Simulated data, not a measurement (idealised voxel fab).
Title: Process Module voxel capacitor over wiring
This is section cut - it's 270 nm across, gridded in 5 nm square cells.
Cross-section, as written here: a square-cell grid given band by band from the top down, where a band holds one or more rows of cells.
A band entry consists of two parts. The first gives the height of the band's top and the height of its bottom, in nm. The rest lists the band's materials from left to right, each with its width in nm. A single material labelled with the word "throughout" fills the band from edge to edge, and the word "blank" marks empty space.
It should be noted that heights are counted from 0, beneath which the wafer as supplied is of one material throughout, and that the lowest band possesses no lower boundary but continues downward, as written in "top 0, no bottom".
When a width is written as two numbers, as in "30 to 40", the first number is the width in the top row of cells of the band and the second is the width in its bottom row, and the width changes by the same amount from each row to the next.
"remains unaltered" means the step left every cell of the cross-section as it was.
Closed empty spaces (no open way to the top) of 8 cells or more are what "Closed void catalog" lists, each as width x height at distance from the left edge, nm for all three.
That trailing text on a step's line, after the settings, is the simulator's own remark on the step.
A step line may carry the setting "overlay nm", which, for steps involving a mask, states the distance by which the mask lay to the right of its intended position; negative values denote displacement to the left.

**Process steps foreseen in the plan**
1. op RECEIVE | material Si
2. op CONFORMAL_DEP | material SiO2 | thk nm 15
3. op CONFORMAL_DEP | material SiCN | thk nm 5
4. op DIRECTIONAL_DEP | material lowk | thk nm 15
5. op PATTERN | tone open | mask id METAL_1 | material resist | width nm 25 | pitch nm 95 | thk nm 15 | overlay nm 0
6. op DIRECTIONAL_ETCH | etch materials lowk | depth nm 15
7. op DIRECTIONAL_ETCH | etch materials SiCN | depth nm 5
8. op STRIP | etch materials resist
9. op CONFORMAL_DEP | material TiN | thk nm 5
10. op FILL_DEP | material W | thk nm 10
11. op CMP | height nm 35
12. op EPI | material Ru | thk nm 5
13. op FILL_DEP | material SiCN | thk nm 5
14. op DIRECTIONAL_DEP | material SiO2 | thk nm 15
15. op MASKED_ETCH | tone open | mask id PLUG_1 | width nm 15 | etch materials SiO2 | depth nm 15 | overlay nm 0
16. op MASKED_ETCH | tone open | mask id PLUG_1 | width nm 15 | etch materials SiCN | depth nm 5 | overlay nm 0
17. op EPI | material Ru | thk nm 10
18. op EPI | material Ru | thk nm 10
19. op DIRECTIONAL_DEP | material TiN | thk nm 5
20. op DIRECTIONAL_DEP | material SiN | thk nm 5
21. op DIRECTIONAL_DEP | material TiN | thk nm 10
22. op MASKED_ETCH | tone cover | mask id UPPER_PLATE | width nm 75 | etch materials TiN | depth nm 10 | overlay nm 0
23. op MASKED_ETCH | tone cover | mask id UPPER_PLATE | width nm 75 | etch materials SiN | depth nm 5 | overlay nm 0
24. op DIRECTIONAL_DEP | material aC | thk nm 10
25. op PATTERN | tone cover | mask id LOWER_PLATE | material resist | width nm 85 | thk nm 25 | overlay nm 0
26. op DIRECTIONAL_ETCH | etch materials aC | depth nm 10
27. op STRIP | etch materials resist
28. op DIRECTIONAL_ETCH | etch materials TiN | depth nm 5
29. op STRIP | etch materials aC
30. op FILL_DEP | material SiO2 | thk nm 20
31. op CMP | height nm 95
32. op PATTERN | tone open | mask id PLUG_2 | material resist | width nm 15 | thk nm 20 | overlay nm 0
33. op DIRECTIONAL_ETCH | etch materials SiO2 | depth nm 15
34. op STRIP | etch materials resist
35. op CONFORMAL_DEP | material TiN | thk nm 5
36. op FILL_DEP | material W | thk nm 10
37. op CMP | height nm 95
38. op CONFORMAL_DEP | material SiCN | thk nm 5

**This is the cross-section of the wafer as we received it, i.e. after step 1**
top 0, no bottom | Si throughout
Closed void catalog: none

**The following cross-section depicts the wafer upon conclusion of the module. Processing commenced from the starting condition illustrated above and adhered to the plan illustrated above, save for one mistake in execution**
top 100, bottom 95 | SiCN throughout
top 95, bottom 85 | SiO2: 95, TiN: 5, W: 5, TiN: 5, SiO2: 160
top 85, bottom 80 | SiO2: 95, TiN: 15, SiO2: 160
top 80, bottom 70 | SiO2: 85, TiN: 75, SiO2: 110
top 70, bottom 65 | SiO2: 85, SiN: 75, SiO2: 110
top 65, bottom 60 | SiO2: 80, TiN: 85, SiO2: 105
top 60, bottom 45 | SiO2: 85, Ru: 15, SiO2: 170
top 45, bottom 40 | SiCN: 85, Ru: 15, SiCN: 170
top 40, bottom 35 | Ru: 80, SiCN: 15, Ru: 80, SiCN: 15, Ru: 80
top 35, bottom 20 | W: 70, TiN: 5, lowk: 25, TiN: 5, W: 60, TiN: 5, lowk: 25, TiN: 5, W: 70
top 20, bottom 15 | TiN: 75, SiCN: 25, TiN: 70, SiCN: 25, TiN: 75
top 15, bottom 0 | SiO2 throughout
top 0, no bottom | Si throughout
Closed void catalog: none
In executing the process, a mistake was made relative to the plan: step 5 was run on a setting that differed from the plan, and what really ran there is op PATTERN | tone cover | mask id METAL_1 | material resist | width nm 25 | pitch nm 95 | thk nm 15 | overlay nm 0
